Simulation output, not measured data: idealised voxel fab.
Documented hereafter: the process module known as voxel transistor to metal.
Shown is cross-section cut, with a width of 295 nm and square cells of size 5 nm.
If you're reading a cross-section in this doc, picture square cells in a grid; it comes to you as bands, top ones listed first down to the bottom, and a band can be one or more rows of cells. Per band: top height and bottom height in nm, followed by the left-to-right materials and their widths in nm; "everywhere" marks a single material spanning edge to edge, "empty" marks empty space. Heights from 0 (as-received wafer is one material below). Bottom band endless downward, as "0 nm and below". Note: "30->40" means the width goes from the first number (top row of the band) to the second number (bottom row) in equal steps per row of cells. "everything unchanged" for a step: no cell of the cross-section changed in that step. Any empty space of 8 cells or more lacking an open way to the top shows up in "Voids, sealed" as width x height at distance, distance from the left edge, in nm. Step line, after settings: the simulator's comment on this step. The setting "overlay nm" may be written on the line of a step. When the step uses a mask, the value reports how far to the right of the planned place the mask lay, and a negative value reports that it lay to the left. Note on reading: below, each pair holds a cross-section from before one process step and one from after it; the one from after shows only down to the lowest band that changed. Beneath the pair, the step in between is stated along with its settings. The pairs can stem from different runs of this module on the same starting wafer. Where a pair's entry headed "before" says so, and only there, that pair continues from the pair above it.

BEFORE
* 75 nm to 70 nm  SiCN everywhere
* 70 nm to 55 nm  30 nm SiO2, then 5 nm SiN, then 15 nm Ru, then 5 nm SiN, then 55 nm SiO2, then 5 nm SiN, then 15 nm Ru, then 5 nm SiN, then 25 nm SiO2, then 5 nm SiN, then 15 nm Ru, then 5 nm SiN, then 55 nm SiO2, then 5 nm SiN, then 15 nm Ru, then 5 nm SiN, then 30 nm SiO2
* 55 nm to 50 nm  35 nm SiN, then 15 nm TiN, then 65 nm SiN, then 15 nm TiN, then 35 nm SiN, then 15 nm TiN, then 65 nm SiN, then 15 nm TiN, then 35 nm SiN
* 50 nm to 40 nm  35 nm SiO2, then 5 nm TiN, then 20 nm W, then 5 nm TiN, then 35 nm SiO2, then 5 nm TiN, then 20 nm W, then 5 nm TiN, then 35 nm SiO2, then 5 nm TiN, then 20 nm W, then 5 nm TiN, then 35 nm SiO2, then 5 nm TiN, then 20 nm W, then 5 nm TiN, then 35 nm SiO2
* 40 nm to 25 nm  35 nm SiO2, then 5 nm TiN, then 20 nm W, then 5 nm TiN, then 5 nm SiN, then 25 nm SiCN, then 5 nm SiN, then 5 nm TiN, then 20 nm W, then 5 nm TiN, then 35 nm SiO2, then 5 nm TiN, then 20 nm W, then 5 nm TiN, then 5 nm SiN, then 25 nm SiCN, then 5 nm SiN, then 5 nm TiN, then 20 nm W, then 5 nm TiN, then 35 nm SiO2
* 25 nm to 15 nm  35 nm SiO2, then 5 nm TiN, then 20 nm W, then 5 nm TiN, then 5 nm SiN, then 25 nm polySi, then 5 nm SiN, then 5 nm TiN, then 20 nm W, then 5 nm TiN, then 35 nm SiO2, then 5 nm TiN, then 20 nm W, then 5 nm TiN, then 5 nm SiN, then 25 nm polySi, then 5 nm SiN, then 5 nm TiN, then 20 nm W, then 5 nm TiN, then 35 nm SiO2
* 15 nm to 10 nm  35 nm SiO2, then 5 nm TiN, then 5 nm W, then 20 nm TiN, then 5 nm SiN, then 25 nm polySi, then 5 nm SiN, then 20 nm TiN, then 5 nm W, then 5 nm TiN, then 35 nm SiO2, then 5 nm TiN, then 5 nm W, then 20 nm TiN, then 5 nm SiN, then 25 nm polySi, then 5 nm SiN, then 20 nm TiN, then 5 nm W, then 5 nm TiN, then 35 nm SiO2
* 10 nm to 5 nm  35 nm SiO2, then 5 nm TiN, then 5 nm W, then 5 nm TiN, then 15 nm nSi, then 5 nm SiN, then 25 nm polySi, then 5 nm SiN, then 15 nm nSi, then 5 nm TiN, then 5 nm W, then 5 nm TiN, then 35 nm SiO2, then 5 nm TiN, then 5 nm W, then 5 nm TiN, then 15 nm nSi, then 5 nm SiN, then 25 nm polySi, then 5 nm SiN, then 15 nm nSi, then 5 nm TiN, then 5 nm W, then 5 nm TiN, then 35 nm SiO2
* 5 nm to 0 nm  35 nm SiO2, then 15 nm TiN, then 15 nm nSi, then 5 nm SiN, then 25 nm polySi, then 5 nm SiN, then 15 nm nSi, then 15 nm TiN, then 35 nm SiO2, then 15 nm TiN, then 15 nm nSi, then 5 nm SiN, then 25 nm polySi, then 5 nm SiN, then 15 nm nSi, then 15 nm TiN, then 35 nm SiO2
* 0 nm to -5 nm  30 nm SiO2, then 35 nm nSi, then 35 nm SiO2, then 35 nm nSi, then 25 nm SiO2, then 35 nm nSi, then 35 nm SiO2, then 35 nm nSi, then 30 nm SiO2
* -5 nm to -15 nm  35 nm SiO2, then 30 nm nSi, then 35 nm Si, then 30 nm nSi, then 35 nm SiO2, then 30 nm nSi, then 35 nm Si, then 30 nm nSi, then 35 nm SiO2
* -15 nm to -35 nm  35 nm SiO2, then 95 nm Si, then 35 nm SiO2, then 95 nm Si, then 35 nm SiO2
* -35 nm and below  Si everywhere
* Voids, sealed: none

RESULTING CROSS-SECTION
* 100 nm to 75 nm  SiO2 everywhere
* Below 75 it's all the same as before, nothing changed down there.
* Voids, sealed: none
As a process note, the step between the before and after cross-sections shown above is op DIRECTIONAL_DEP | material SiO2 | thk nm 25

before: identical to the post-step cross-section of the immediately preceding pair.

RESULTING CROSS-SECTION
* 110 nm to 100 nm  aC everywhere
* Below 100 it's all the same as before, nothing changed down there.
* Voids, sealed: none
As a process note, the step between the before and after cross-sections shown above is op DIRECTIONAL_DEP | material aC | thk nm 10

before: identical to the post-step cross-section of the immediately preceding pair.

RESULTING CROSS-SECTION
* 140 nm to 110 nm  35 nm resist, then 15 nm empty, then 115 nm resist, then 15 nm empty, then 115 nm resist
* Below 110 it's all the same as before, nothing changed down there.
* Voids, sealed: none
As a process note, the step between the before and after cross-sections shown above is op PATTERN | tone open | mask id METAL_2 | material resist | width nm 15 | pitch nm 130 | thk nm 30 | overlay nm 0

before: identical to the post-step cross-section of the immediately preceding pair.

RESULTING CROSS-SECTION
* 130 nm to 110 nm  35 nm resist, then 15 nm empty, then 115 nm resist, then 15 nm empty, then 115 nm resist
* 110 nm to 100 nm  35 nm aC, then 15 nm empty, then 115 nm aC, then 15 nm empty, then 115 nm aC
* Below 100 it's all the same as before, nothing changed down there.
* Voids, sealed: none
As a process note, the step between the before and after cross-sections shown above is op DIRECTIONAL_ETCH | etch materials aC | depth nm 10

before: identical to the post-step cross-section of the immediately preceding pair.

RESULTING CROSS-SECTION
* 110 nm to 100 nm  35 nm aC, then 15 nm empty, then 115 nm aC, then 15 nm empty, then 115 nm aC
* Below 100 it's all the same as before, nothing changed down there.
* Voids, sealed: none
As a process note, the step between the before and after cross-sections shown above is op STRIP | etch materials resist

before: identical to the post-step cross-section of the immediately preceding pair.

RESULTING CROSS-SECTION
* 110 nm to 100 nm  35 nm aC, then 15 nm empty, then 115 nm aC, then 15 nm empty, then 115 nm aC
* 100 nm to 85 nm  35 nm SiO2, then 15 nm empty, then 115 nm SiO2, then 15 nm empty, then 115 nm SiO2
* Below 85 it's all the same as before, nothing changed down there.
* Voids, sealed: none
As a process note, the step between the before and after cross-sections shown above is op DIRECTIONAL_ETCH | etch materials SiO2 | depth nm 15

before: identical to the post-step cross-section of the immediately preceding pair.

RESULTING CROSS-SECTION
* 100 nm to 85 nm  35 nm SiO2, then 15 nm empty, then 115 nm SiO2, then 15 nm empty, then 115 nm SiO2
* Below 85 it's all the same as before, nothing changed down there.
* Voids, sealed: none
As a process note, the step between the before and after cross-sections shown above is op STRIP | etch materials aC

before: identical to the post-step cross-section of the immediately preceding pair.

RESULTING CROSS-SECTION
* 100 nm to 75 nm  35 nm SiO2, then 15 nm empty, then 115 nm SiO2, then 15 nm empty, then 115 nm SiO2
* Below 75 it's all the same as before, nothing changed down there.
* Voids, sealed: none
As a process note, the step between the before and after cross-sections shown above is op MASKED_ETCH | tone open | mask id METAL_2_HOLES | width nm 15 | pitch nm 130 | etch materials SiO2 | depth nm 10 | overlay nm 0

before: identical to the post-step cross-section of the immediately preceding pair.

RESULTING CROSS-SECTION
* 100 nm to 75 nm  35 nm SiO2, then 15 nm empty, then 115 nm SiO2, then 15 nm empty, then 115 nm SiO2
* 75 nm to 70 nm  35 nm SiCN, then 15 nm empty, then 115 nm SiCN, then 15 nm empty, then 115 nm SiCN
* Below 70 it's all the same as before, nothing changed down there.
* Voids, sealed: none
As a process note, the step between the before and after cross-sections shown above is op MASKED_ETCH | tone open | mask id METAL_2_HOLES | width nm 15 | pitch nm 130 | etch materials SiCN | depth nm 5 | overlay nm 0

before: identical to the post-step cross-section of the immediately preceding pair.

RESULTING CROSS-SECTION
* 105 nm to 100 nm  40 nm TiN, then 5 nm empty, then 125 nm TiN, then 5 nm empty, then 120 nm TiN
* 100 nm to 75 nm  35 nm SiO2, then 5 nm TiN, then 5 nm empty, then 5 nm TiN, then 115 nm SiO2, then 5 nm TiN, then 5 nm empty, then 5 nm TiN, then 115 nm SiO2
* 75 nm to 70 nm  35 nm SiCN, then 15 nm TiN, then 115 nm SiCN, then 15 nm TiN, then 115 nm SiCN
* Below 70 it's all the same as before, nothing changed down there.
* Voids, sealed: none
As a process note, the step between the before and after cross-sections shown above is op CONFORMAL_DEP | material TiN | thk nm 5

before: identical to the post-step cross-section of the immediately preceding pair.

RESULTING CROSS-SECTION
* 115 nm to 105 nm  Ru everywhere
* 105 nm to 100 nm  40 nm TiN, then 5 nm Ru, then 125 nm TiN, then 5 nm Ru, then 120 nm TiN
* 100 nm to 75 nm  35 nm SiO2, then 5 nm TiN, then 5 nm Ru, then 5 nm TiN, then 115 nm SiO2, then 5 nm TiN, then 5 nm Ru, then 5 nm TiN, then 115 nm SiO2
* Below 75 it's all the same as before, nothing changed down there.
* Voids, sealed: none
As a process note, the step between the before and after cross-sections shown above is op FILL_DEP | material Ru | thk nm 10

before: identical to the post-step cross-section of the immediately preceding pair.

RESULTING CROSS-SECTION
* 100 nm to 75 nm  35 nm SiO2, then 5 nm TiN, then 5 nm Ru, then 5 nm TiN, then 115 nm SiO2, then 5 nm TiN, then 5 nm Ru, then 5 nm TiN, then 115 nm SiO2
* Below 75 it's all the same as before, nothing changed down there.
* Voids, sealed: none
As a process note, the step between the before and after cross-sections shown above is op CMP | height nm 100

before: identical to the post-step cross-section of the immediately preceding pair.

RESULTING CROSS-SECTION
* 105 nm to 100 nm  SiN everywhere
* Below 100 it's all the same as before, nothing changed down there.
* Voids, sealed: none
As a process note, the step between the before and after cross-sections shown above is op CONFORMAL_DEP | material SiN | thk nm 5

BEFORE
* 0 nm and below  Si everywhere
* Voids, sealed: none

RESULTING CROSS-SECTION
* 15 nm to 0 nm  SiN everywhere
* Below 0 it's all the same as before, nothing changed down there.
* Voids, sealed: none
As a process note, the step between the before and after cross-sections shown above is op CONFORMAL_DEP | material SiN | thk nm 15

before: identical to the post-step cross-section of the immediately preceding pair.

RESULTING CROSS-SECTION
* 35 nm to 15 nm  30 nm empty, then 105 nm resist, then 25 nm empty, then 105 nm resist, then 30 nm empty
* Below 15 it's all the same as before, nothing changed down there.
* Voids, sealed: none
As a process note, the step between the before and after cross-sections shown above is op PATTERN | tone cover | mask id ACTIVE | material resist | width nm 105 | pitch nm 130 | thk nm 20 | overlay nm 0

before: identical to the post-step cross-section of the immediately preceding pair.

RESULTING CROSS-SECTION
* 35 nm to 15 nm  30 nm empty, then 105 nm resist, then 25 nm empty, then 105 nm resist, then 30 nm empty
* 15 nm to 0 nm  30 nm empty, then 105 nm SiN, then 25 nm empty, then 105 nm SiN, then 30 nm empty
* Below 0 it's all the same as before, nothing changed down there.
* Voids, sealed: none
As a process note, the step between the before and after cross-sections shown above is op DIRECTIONAL_ETCH | etch materials SiN | depth nm 15

before: identical to the post-step cross-section of the immediately preceding pair.

RESULTING CROSS-SECTION
* 35 nm to 15 nm  30 nm empty, then 105 nm resist, then 25 nm empty, then 105 nm resist, then 30 nm empty
* 15 nm to 0 nm  30 nm empty, then 105 nm SiN, then 25 nm empty, then 105 nm SiN, then 30 nm empty
* 0 nm to -30 nm  30 nm empty, then 105 nm Si, then 25 nm empty, then 105 nm Si, then 30 nm empty
* Below -30 it's all the same as before, nothing changed down there.
* Voids, sealed: none
As a process note, the step between the before and after cross-sections shown above is op DIRECTIONAL_ETCH | etch materials Si | depth nm 30

before: identical to the post-step cross-section of the immediately preceding pair.

RESULTING CROSS-SECTION
* 15 nm to 0 nm  30 nm empty, then 105 nm SiN, then 25 nm empty, then 105 nm SiN, then 30 nm empty
* Below 0 it's all the same as before, nothing changed down there.
* Voids, sealed: none
As a process note, the step between the before and after cross-sections shown above is op STRIP | etch materials resist

before: identical to the post-step cross-section of the immediately preceding pair.

RESULTING CROSS-SECTION
* 15 nm to 0 nm  30 nm empty, then 105 nm SiN, then 25 nm empty, then 105 nm SiN, then 30 nm empty
* 0 nm to -30 nm  30 nm empty, then 5 nm SiO2, then 95 nm Si, then 5 nm SiO2, then 25 nm empty, then 5 nm SiO2, then 95 nm Si, then 5 nm SiO2, then 30 nm empty
* -30 nm to -35 nm  35 nm SiO2, then 95 nm Si, then 35 nm SiO2, then 95 nm Si, then 35 nm SiO2
* Below -35 it's all the same as before, nothing changed down there.
* Voids, sealed: none
As a process note, the step between the before and after cross-sections shown above is op OXIDIZE | depth nm 5

before: identical to the post-step cross-section of the immediately preceding pair.

RESULTING CROSS-SECTION
* 30 nm to 15 nm  SiO2 everywhere
* 15 nm to 0 nm  30 nm SiO2, then 105 nm SiN, then 25 nm SiO2, then 105 nm SiN, then 30 nm SiO2
* 0 nm to -35 nm  35 nm SiO2, then 95 nm Si, then 35 nm SiO2, then 95 nm Si, then 35 nm SiO2
* Below -35 it's all the same as before, nothing changed down there.
* Voids, sealed: none
As a process note, the step between the before and after cross-sections shown above is op FILL_DEP | material SiO2 | thk nm 15

before: identical to the post-step cross-section of the immediately preceding pair.

RESULTING CROSS-SECTION
* 20 nm to 15 nm  SiO2 everywhere
* Below 15 it's all the same as before, nothing changed down there.
* Voids, sealed: none
As a process note, the step between the before and after cross-sections shown above is op CMP | height nm 20

before: identical to the post-step cross-section of the immediately preceding pair.

RESULTING CROSS-SECTION
* 15 nm to 5 nm  30 nm empty, then 105 nm SiN, then 25 nm empty, then 105 nm SiN, then 30 nm empty
* Below 5 it's all the same as before, nothing changed down there.
* Voids, sealed: none
As a process note, the step between the before and after cross-sections shown above is op SELECTIVE_ETCH | etch materials SiO2 | depth nm 15

before: identical to the post-step cross-section of the immediately preceding pair.

RESULTING CROSS-SECTION
* 5 nm to 0 nm  30 nm SiO2, then 105 nm empty, then 25 nm SiO2, then 105 nm empty, then 30 nm SiO2
* Below 0 it's all the same as before, nothing changed down there.
* Voids, sealed: none
As a process note, the step between the before and after cross-sections shown above is op STRIP | etch materials SiN

before: identical to the post-step cross-section of the immediately preceding pair.

RESULTING CROSS-SECTION
* 0 nm to -5 nm  25 nm SiO2, then 10 nm empty, then 95 nm Si, then 10 nm empty, then 15 nm SiO2, then 10 nm empty, then 95 nm Si, then 10 nm empty, then 25 nm SiO2
* Below -5 it's all the same as before, nothing changed down there.
* Voids, sealed: none
As a process note, the step between the before and after cross-sections shown above is op SELECTIVE_ETCH | etch materials SiO2 | depth nm 5

before: identical to the post-step cross-section of the immediately preceding pair.

RESULTING CROSS-SECTION
* 0 nm to -5 nm  25 nm SiO2, then 10 nm empty, then 95 nm SiO2, then 10 nm empty, then 15 nm SiO2, then 10 nm empty, then 95 nm SiO2, then 10 nm empty, then 25 nm SiO2
* -5 nm to -10 nm  40 nm SiO2, then 85 nm Si, then 45 nm SiO2, then 85 nm Si, then 40 nm SiO2
* Below -10 it's all the same as before, nothing changed down there.
* Voids, sealed: none
As a process note, the step between the before and after cross-sections shown above is op OXIDIZE | depth nm 5

before: identical to the post-step cross-section of the immediately preceding pair.

RESULTING CROSS-SECTION
* 25 nm to 20 nm  25 nm polySi, then 10 nm empty, then 95 nm polySi, then 10 nm empty, then 15 nm polySi, then 10 nm empty, then 95 nm polySi, then 10 nm empty, then 25 nm polySi
* 20 nm to 0 nm  polySi everywhere
* 0 nm to -5 nm  25 nm SiO2, then 10 nm polySi, then 95 nm SiO2, then 10 nm polySi, then 15 nm SiO2, then 10 nm polySi, then 95 nm SiO2, then 10 nm polySi, then 25 nm SiO2
* Below -5 it's all the same as before, nothing changed down there.
* Voids, sealed: none
As a process note, the step between the before and after cross-sections shown above is op DIRECTIONAL_DEP | material polySi | thk nm 25

before: identical to the post-step cross-section of the immediately preceding pair.

RESULTING CROSS-SECTION
* 40 nm to 35 nm  25 nm SiCN, then 10 nm empty, then 95 nm SiCN, then 10 nm empty, then 15 nm SiCN, then 10 nm empty, then 95 nm SiCN, then 10 nm empty, then 25 nm SiCN
* 35 nm to 25 nm  SiCN everywhere
* 25 nm to 20 nm  25 nm polySi, then 10 nm SiCN, then 95 nm polySi, then 10 nm SiCN, then 15 nm polySi, then 10 nm SiCN, then 95 nm polySi, then 10 nm SiCN, then 25 nm polySi
* Below 20 it's all the same as before, nothing changed down there.
* Voids, sealed: none
As a process note, the step between the before and after cross-sections shown above is op DIRECTIONAL_DEP | material SiCN | thk nm 15

before: identical to the post-step cross-section of the immediately preceding pair.

RESULTING CROSS-SECTION
* 50 nm to 45 nm  25 nm aC, then 10 nm empty, then 95 nm aC, then 10 nm empty, then 15 nm aC, then 10 nm empty, then 95 nm aC, then 10 nm empty, then 25 nm aC
* 45 nm to 40 nm  aC everywhere
* 40 nm to 35 nm  25 nm SiCN, then 10 nm aC, then 95 nm SiCN, then 10 nm aC, then 15 nm SiCN, then 10 nm aC, then 95 nm SiCN, then 10 nm aC, then 25 nm SiCN
* Below 35 it's all the same as before, nothing changed down there.
* Voids, sealed: none
As a process note, the step between the before and after cross-sections shown above is op DIRECTIONAL_DEP | material aC | thk nm 10

before: identical to the post-step cross-section of the immediately preceding pair.

RESULTING CROSS-SECTION
* 75 nm to 50 nm  70 nm empty, then 25 nm resist, then 105 nm empty, then 25 nm resist, then 70 nm empty
* Below 50 it's all the same as before, nothing changed down there.
* Voids, sealed: none
As a process note, the step between the before and after cross-sections shown above is op PATTERN | tone cover | mask id GATE | material resist | width nm 25 | pitch nm 130 | thk nm 25 | overlay nm 0

before: identical to the post-step cross-section of the immediately preceding pair.

RESULTING CROSS-SECTION
* 65 nm to 50 nm  70 nm empty, then 25 nm resist, then 105 nm empty, then 25 nm resist, then 70 nm empty
* 50 nm to 40 nm  70 nm empty, then 25 nm aC, then 105 nm empty, then 25 nm aC, then 70 nm empty
* 40 nm to 35 nm  25 nm SiCN, then 10 nm empty, then 95 nm SiCN, then 10 nm empty, then 15 nm SiCN, then 10 nm empty, then 95 nm SiCN, then 10 nm empty, then 25 nm SiCN
* Below 35 it's all the same as before, nothing changed down there.
* Voids, sealed: none
As a process note, the step between the before and after cross-sections shown above is op DIRECTIONAL_ETCH | etch materials aC | depth nm 10

before: identical to the post-step cross-section of the immediately preceding pair.

RESULTING CROSS-SECTION
* 50 nm to 40 nm  70 nm empty, then 25 nm aC, then 105 nm empty, then 25 nm aC, then 70 nm empty
* Below 40 it's all the same as before, nothing changed down there.
* Voids, sealed: none
As a process note, the step between the before and after cross-sections shown above is op STRIP | etch materials resist

before: identical to the post-step cross-section of the immediately preceding pair.

RESULTING CROSS-SECTION
* 50 nm to 40 nm  70 nm empty, then 25 nm aC, then 105 nm empty, then 25 nm aC, then 70 nm empty
* 40 nm to 25 nm  70 nm empty, then 25 nm SiCN, then 105 nm empty, then 25 nm SiCN, then 70 nm empty
* 25 nm to 20 nm  25 nm polySi, then 10 nm empty, then 95 nm polySi, then 10 nm empty, then 15 nm polySi, then 10 nm empty, then 95 nm polySi, then 10 nm empty, then 25 nm polySi
* Below 20 it's all the same as before, nothing changed down there.
* Voids, sealed: none
As a process note, the step between the before and after cross-sections shown above is op DIRECTIONAL_ETCH | etch materials SiCN | depth nm 25

before: identical to the post-step cross-section of the immediately preceding pair.

RESULTING CROSS-SECTION
* 50 nm to 40 nm  70 nm empty, then 25 nm aC, then 105 nm empty, then 25 nm aC, then 70 nm empty
* 40 nm to 25 nm  70 nm empty, then 25 nm SiCN, then 105 nm empty, then 25 nm SiCN, then 70 nm empty
* 25 nm to 0 nm  70 nm empty, then 25 nm polySi, then 105 nm empty, then 25 nm polySi, then 70 nm empty
* 0 nm to -5 nm  25 nm SiO2, then 10 nm empty, then 95 nm SiO2, then 10 nm empty, then 15 nm SiO2, then 10 nm empty, then 95 nm SiO2, then 10 nm empty, then 25 nm SiO2
* Below -5 it's all the same as before, nothing changed down there.
* Voids, sealed: none
As a process note, the step between the before and after cross-sections shown above is op DIRECTIONAL_ETCH | etch materials polySi | depth nm 35

before: identical to the post-step cross-section of the immediately preceding pair.

RESULTING CROSS-SECTION
* 40 nm to 25 nm  70 nm empty, then 25 nm SiCN, then 105 nm empty, then 25 nm SiCN, then 70 nm empty
* Below 25 it's all the same as before, nothing changed down there.
* Voids, sealed: none
As a process note, the step between the before and after cross-sections shown above is op STRIP | etch materials aC

before: identical to the post-step cross-section of the immediately preceding pair.

RESULTING CROSS-SECTION
* 45 nm to 40 nm  65 nm empty, then 35 nm SiN, then 95 nm empty, then 35 nm SiN, then 65 nm empty
* 40 nm to 25 nm  65 nm empty, then 5 nm SiN, then 25 nm SiCN, then 5 nm SiN, then 95 nm empty, then 5 nm SiN, then 25 nm SiCN, then 5 nm SiN, then 65 nm empty
* 25 nm to 5 nm  65 nm empty, then 5 nm SiN, then 25 nm polySi, then 5 nm SiN, then 95 nm empty, then 5 nm SiN, then 25 nm polySi, then 5 nm SiN, then 65 nm empty
* 5 nm to 0 nm  70 nm SiN, then 25 nm polySi, then 105 nm SiN, then 25 nm polySi, then 70 nm SiN
* 0 nm to -5 nm  25 nm SiO2, then 10 nm SiN, then 95 nm SiO2, then 10 nm SiN, then 15 nm SiO2, then 10 nm SiN, then 95 nm SiO2, then 10 nm SiN, then 25 nm SiO2
* Below -5 it's all the same as before, nothing changed down there.
* Voids, sealed: none
As a process note, the step between the before and after cross-sections shown above is op CONFORMAL_DEP | material SiN | thk nm 5

before: identical to the post-step cross-section of the immediately preceding pair.

RESULTING CROSS-SECTION
* 40 nm to 25 nm  65 nm empty, then 5 nm SiN, then 25 nm SiCN, then 5 nm SiN, then 95 nm empty, then 5 nm SiN, then 25 nm SiCN, then 5 nm SiN, then 65 nm empty
* 25 nm to 0 nm  65 nm empty, then 5 nm SiN, then 25 nm polySi, then 5 nm SiN, then 95 nm empty, then 5 nm SiN, then 25 nm polySi, then 5 nm SiN, then 65 nm empty
* Below 0 it's all the same as before, nothing changed down there.
* Voids, sealed: none
As a process note, the step between the before and after cross-sections shown above is op DIRECTIONAL_ETCH | etch materials SiN | depth nm 5

before: identical to the post-step cross-section of the immediately preceding pair.

RESULTING CROSS-SECTION
* 40 nm to 25 nm  65 nm empty, then 5 nm SiN, then 25 nm SiCN, then 5 nm SiN, then 95 nm empty, then 5 nm SiN, then 25 nm SiCN, then 5 nm SiN, then 65 nm empty
* 25 nm to 0 nm  65 nm empty, then 5 nm SiN, then 25 nm polySi, then 5 nm SiN, then 95 nm empty, then 5 nm SiN, then 25 nm polySi, then 5 nm SiN, then 65 nm empty
* 0 nm to -5 nm  25 nm empty, then 10 nm SiN, then 30 nm empty, then 35 nm SiO2, then 30 nm empty, then 10 nm SiN, then 15 nm empty, then 10 nm SiN, then 30 nm empty, then 35 nm SiO2, then 30 nm empty, then 10 nm SiN, then 25 nm empty
* Below -5 it's all the same as before, nothing changed down there.
* Voids, sealed: none
As a process note, the step between the before and after cross-sections shown above is op DIRECTIONAL_ETCH | etch materials SiO2 | depth nm 5

before: identical to the post-step cross-section of the immediately preceding pair.

RESULTING CROSS-SECTION
* 40 nm to 25 nm  65 nm empty, then 5 nm SiN, then 25 nm SiCN, then 5 nm SiN, then 95 nm empty, then 5 nm SiN, then 25 nm SiCN, then 5 nm SiN, then 65 nm empty
* 25 nm to 0 nm  65 nm empty, then 5 nm SiN, then 25 nm polySi, then 5 nm SiN, then 95 nm empty, then 5 nm SiN, then 25 nm polySi, then 5 nm SiN, then 65 nm empty
* 0 nm to -5 nm  25 nm empty, then 10 nm SiN, then 30 nm empty, then 35 nm SiO2, then 30 nm empty, then 10 nm SiN, then 15 nm empty, then 10 nm SiN, then 30 nm empty, then 35 nm SiO2, then 30 nm empty, then 10 nm SiN, then 25 nm empty
* -5 nm to -10 nm  40 nm SiO2, then 25 nm empty, then 35 nm Si, then 25 nm empty, then 45 nm SiO2, then 25 nm empty, then 35 nm Si, then 25 nm empty, then 40 nm SiO2
* -10 nm to -15 nm  35 nm SiO2, then 5 nm Si, then 25 nm empty, then 35 nm Si, then 25 nm empty, then 5 nm Si, then 35 nm SiO2, then 5 nm Si, then 25 nm empty, then 35 nm Si, then 25 nm empty, then 5 nm Si, then 35 nm SiO2
* Below -15 it's all the same as before, nothing changed down there.
* Voids, sealed: none
As a process note, the step between the before and after cross-sections shown above is op DIRECTIONAL_ETCH | etch materials Si | depth nm 10

before: identical to the post-step cross-section of the immediately preceding pair.

RESULTING CROSS-SECTION
* 40 nm to 25 nm  65 nm empty, then 5 nm SiN, then 25 nm SiCN, then 5 nm SiN, then 95 nm empty, then 5 nm SiN, then 25 nm SiCN, then 5 nm SiN, then 65 nm empty
* 25 nm to 10 nm  65 nm empty, then 5 nm SiN, then 25 nm polySi, then 5 nm SiN, then 95 nm empty, then 5 nm SiN, then 25 nm polySi, then 5 nm SiN, then 65 nm empty
* 10 nm to 0 nm  50->30 nm empty, then 15->35 nm nSi, then 5 nm SiN, then 25 nm polySi, then 5 nm SiN, then 15->35 nm nSi, then 65->25 nm empty, then 15->35 nm nSi, then 5 nm SiN, then 25 nm polySi, then 5 nm SiN, then 15->35 nm nSi, then 50->30 nm empty
* 0 nm to -5 nm  25 nm empty, then 10 nm SiN, then 30 nm nSi, then 35 nm SiO2, then 30 nm nSi, then 10 nm SiN, then 15 nm empty, then 10 nm SiN, then 30 nm nSi, then 35 nm SiO2, then 30 nm nSi, then 10 nm SiN, then 25 nm empty
* -5 nm to -10 nm  40 nm SiO2, then 25 nm nSi, then 35 nm Si, then 25 nm nSi, then 45 nm SiO2, then 25 nm nSi, then 35 nm Si, then 25 nm nSi, then 40 nm SiO2
* -10 nm to -15 nm  35 nm SiO2, then 5 nm Si, then 25 nm nSi, then 35 nm Si, then 25 nm nSi, then 5 nm Si, then 35 nm SiO2, then 5 nm Si, then 25 nm nSi, then 35 nm Si, then 25 nm nSi, then 5 nm Si, then 35 nm SiO2
* Below -15 it's all the same as before, nothing changed down there.
* Voids, sealed: none
As a process note, the step between the before and after cross-sections shown above is op EPI | material nSi | thk nm 15

before: identical to the post-step cross-section of the immediately preceding pair.

RESULTING CROSS-SECTION
* 45 nm to 40 nm  SiO2 everywhere
* 40 nm to 25 nm  65 nm SiO2, then 5 nm SiN, then 25 nm SiCN, then 5 nm SiN, then 95 nm SiO2, then 5 nm SiN, then 25 nm SiCN, then 5 nm SiN, then 65 nm SiO2
* 25 nm to 10 nm  65 nm SiO2, then 5 nm SiN, then 25 nm polySi, then 5 nm SiN, then 95 nm SiO2, then 5 nm SiN, then 25 nm polySi, then 5 nm SiN, then 65 nm SiO2
* 10 nm to 0 nm  50->30 nm SiO2, then 15->35 nm nSi, then 5 nm SiN, then 25 nm polySi, then 5 nm SiN, then 15->35 nm nSi, then 65->25 nm SiO2, then 15->35 nm nSi, then 5 nm SiN, then 25 nm polySi, then 5 nm SiN, then 15->35 nm nSi, then 50->30 nm SiO2
* 0 nm to -5 nm  25 nm SiO2, then 10 nm SiN, then 30 nm nSi, then 35 nm SiO2, then 30 nm nSi, then 10 nm SiN, then 15 nm SiO2, then 10 nm SiN, then 30 nm nSi, then 35 nm SiO2, then 30 nm nSi, then 10 nm SiN, then 25 nm SiO2
* Below -5 it's all the same as before, nothing changed down there.
* Voids, sealed: none
As a process note, the step between the before and after cross-sections shown above is op FILL_DEP | material SiO2 | thk nm 5

before: identical to the post-step cross-section of the immediately preceding pair.

RESULTING CROSS-SECTION
* 40 nm to 25 nm  65 nm SiO2, then 5 nm SiN, then 25 nm SiCN, then 5 nm SiN, then 95 nm SiO2, then 5 nm SiN, then 25 nm SiCN, then 5 nm SiN, then 65 nm SiO2
* Below 25 it's all the same as before, nothing changed down there.
* Voids, sealed: none
As a process note, the step between the before and after cross-sections shown above is op CMP | height nm 40

before: identical to the post-step cross-section of the immediately preceding pair.

RESULTING CROSS-SECTION
* 50 nm to 40 nm  SiO2 everywhere
* Below 40 it's all the same as before, nothing changed down there.
* Voids, sealed: none
As a process note, the step between the before and after cross-sections shown above is op DIRECTIONAL_DEP | material SiO2 | thk nm 10

before: identical to the post-step cross-section of the immediately preceding pair.

RESULTING CROSS-SECTION
* 65 nm to 50 nm  35 nm resist, then 30 nm empty, then 35 nm resist, then 30 nm empty, then 35 nm resist, then 30 nm empty, then 35 nm resist, then 30 nm empty, then 35 nm resist
* Below 50 it's all the same as before, nothing changed down there.
* Voids, sealed: none
As a process note, the step between the before and after cross-sections shown above is op PATTERN | tone open | mask id CONTACT | material resist | width nm 30 | pitch nm 65 | thk nm 15 | overlay nm 0
